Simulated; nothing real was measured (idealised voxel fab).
Name of the process module below: voxel ribs on slabs
Cross-section cut spans 225 nm and uses square cells 5 nm in size.
Format of a cross-section: grid, square cells. Given as bands. Order: top down. Band: one or more rows of cells. Basically the band line says how high the top is and how high the bottom is, in nm, and then what's in it from left to right, every material with its width in nm. Empty space shows up as "air", and if a single material carries "throughout" it runs the full band edge to edge. All heights in this document are referenced to 0, defined as the level beneath which the wafer, as received, consists entirely of one material. The lowest band is not bounded below; it extends indefinitely downward and is written in the form "0 and below". With a width like "30..40", each row of cells in the band differs from the next by the same amount, the top row carrying the first number and the bottom row the second. "remains unaltered" means the step left every cell of the cross-section as it was. Reported under the label "Closed cavity list" are the empty spaces having no open way to the top and comprising 8 cells or more; the notation for each is width x height at distance, in which the distance is measured from the left edge and all three values are in nm. It should be noted that, on the line of a given step, the content following the step's settings is a remark produced by the simulator itself with respect to that step. A step's line can hold "overlay nm"; with a mask on that step, the setting says how far right of the planned place the mask lay, while a negative setting says it lay to the left.

Listed below are the process steps as planned:
1 RECEIVE [material Si]
2 DIRECTIONAL_DEP [material SiO2] [thk nm 20]
3 DIRECTIONAL_DEP [material SiN] [thk nm 25]
4 PATTERN [tone cover] [mask id RIB] [material resist] [width nm 15] [thk nm 15] [overlay nm 0]
5 DIRECTIONAL_ETCH [etch materials SiN] [depth nm 15]
6 STRIP [etch materials resist]
7 MASKED_ETCH [tone cover] [mask id SLAB] [width nm 65] [etch materials SiN] [depth nm 10] [overlay nm 0]
8 FILL_DEP [material SiO2] [thk nm 25]
9 CMP [height nm 65]
10 DIRECTIONAL_DEP [material TiN] [thk nm 10]
11 MASKED_ETCH [tone cover] [mask id HEATER] [width nm 25] [etch materials TiN] [depth nm 10] [overlay nm 0]
12 CONFORMAL_DEP [material SiN] [thk nm 10]

First of two wafers, processed according to plan:

Shown in cross-section is the wafer as received, that is, as it stands after step 1:
- 0 and below = Si throughout
- Closed cavity list: none

Cross-sectional representation of the wafer at the conclusion of step 2:
- 20 down to 0 = SiO2 throughout
- For the remainder of the cross-section, below 0, there is no change.

Cross-sectional representation of the wafer at the conclusion of step 3:
- 45 down to 20 = SiN throughout
- For the remainder of the cross-section, below 20, there is no change.

Cross-sectional representation of the wafer at the conclusion of step 4:
- 60 down to 45 = air 105  resist 15  air 105
- For the remainder of the cross-section, below 45, there is no change.

Cross-sectional representation of the wafer at the conclusion of step 5:
- 60 down to 45 = air 105  resist 15  air 105
- 45 down to 30 = air 105  SiN 15  air 105
- For the remainder of the cross-section, below 30, there is no change.

Cross-sectional representation of the wafer at the conclusion of step 6:
- 45 down to 30 = air 105  SiN 15  air 105
- For the remainder of the cross-section, below 30, there is no change.

Cross-sectional representation of the wafer at the conclusion of step 7:
- 45 down to 30 = air 105  SiN 15  air 105
- 30 down to 20 = air 80  SiN 65  air 80
- For the remainder of the cross-section, below 20, there is no change.

Cross-sectional representation of the wafer at the conclusion of step 8:
- 70 down to 45 = SiO2 throughout
- 45 down to 30 = SiO2 105  SiN 15  SiO2 105
- 30 down to 20 = SiO2 80  SiN 65  SiO2 80
- For the remainder of the cross-section, below 20, there is no change.

Cross-sectional representation of the wafer at the conclusion of step 9:
- 65 down to 45 = SiO2 throughout
- For the remainder of the cross-section, below 45, there is no change.

Cross-sectional representation of the wafer at the conclusion of step 10:
- 75 down to 65 = TiN throughout
- For the remainder of the cross-section, below 65, there is no change.

Cross-sectional representation of the wafer at the conclusion of step 11:
- 75 down to 65 = air 100  TiN 25  air 100
- For the remainder of the cross-section, below 65, there is no change.

Cross-sectional representation of the wafer at the conclusion of step 12:
- 85 down to 75 = air 90  SiN 45  air 90
- 75 down to 65 = SiN 100  TiN 25  SiN 100
- For the remainder of the cross-section, below 65, there is no change.

Second wafer - shared start and plan with the first - one error in running - same as the first up to step 9 inclusive:

Second wafer, cut view, end of step 10 per plan:
- 75 down to 65 = SiN throughout
- For the remainder of the cross-section, below 65, there is no change.

Second wafer, cut view, end of step 11 per plan: remains unaltered

Second wafer, cut view, end of step 12 per plan:
- 85 down to 65 = SiN throughout
- For the remainder of the cross-section, below 65, there is no change.
What was done differently from what was planned? step 10 deviated from plan and actually ran as DIRECTIONAL_DEP [material SiN] [thk nm 10]
Final wafer comparison in cells, second versus first, more or fewer per material: SiN: 82 more; TiN: 10 fewer
